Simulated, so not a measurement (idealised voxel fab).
process module | voxel fin reveal
cross-section cut | 230 nm wide | cells 5 nm
A cross-section is a grid of square cells, given in bands from the top down. A band is one or more rows of cells.
Each band's line starts with the height of the band's top and of its bottom, in nm. Then come its materials from left to right, each with its width in nm. One material with "throughout" fills the band from edge to edge. "air" is empty space.
Height 0 is the level under which the wafer as received is all one material. The lowest band goes on downwards, as in "0 down".
A width such as "30 to 40" changes by the same amount from each row of cells to the next, from the band's top row to its bottom row.
"no change" after a step means that no cell of the cross-section changed.
closed voids: empty space of 8 cells or more with no open way to the top, each as width x height at its distance from the left edge, in nm
after a step's settings: what the simulator itself notes on the step
overlay nm, on a step with a mask: how far to the right of its planned place the mask lay; to the left if negative
plan
1 op RECEIVE | material Si
2 op CONFORMAL_DEP | material SiN | thk nm 5
3 op DIRECTIONAL_DEP | material aC | thk nm 10
4 op PATTERN | tone cover | mask id FINS | material resist | width nm 15 | pitch nm 40 | thk nm 25 | overlay nm 0
5 op DIRECTIONAL_ETCH | etch materials aC | depth nm 10
6 op STRIP | etch materials resist
7 op DIRECTIONAL_ETCH | etch materials SiN | depth nm 5
8 op DIRECTIONAL_ETCH | etch materials Si | depth nm 30
9 op STRIP | etch materials aC
10 op OXIDIZE | depth nm 5
11 op FILL_DEP | material SiO2 | thk nm 10
12 op CMP | height nm 5
13 op SELECTIVE_ETCH | etch materials SiO2 | depth nm 15
14 op STRIP | etch materials SiN
15 op CONFORMAL_DEP | material HfO2 | thk nm 5
varied across the wafers: thk nm of step 2. The plan shows the first wafer's value. All wafers start alike
first wafer as received, after step 1
  0 down: Si throughout
  closed voids: none
first wafer at the end, after step 15
  5 to 0: air 85 | HfO2 15 | air 25 | HfO2 15 | air 90
  0 to -5: air 85 | HfO2 5 | Si 5 | HfO2 5 | air 25 | HfO2 5 | Si 5 | HfO2 5 | air 90
  -5 to -10: HfO2 90 | Si 5 | HfO2 35 | Si 5 | HfO2 95
  -10 to -35: SiO2 90 | Si 5 | SiO2 35 | Si 5 | SiO2 95
  -35 down: Si throughout
  closed voids: none
last wafer at the end
  5 to 0: HfO2 throughout
  0 down: Si throughout
  closed voids: none
each wafer at the end: cells of each material gained (+) or lost (-) since it was received, then its closed voids
thk nm 5 | +54 HfO2 | -308 Si | +220 SiO2 | closed voids: none
thk nm 10 | +46 HfO2 | closed voids: none
thk nm 15 | +46 HfO2 | closed voids: none
thk nm 20 | +46 HfO2 | closed voids: none
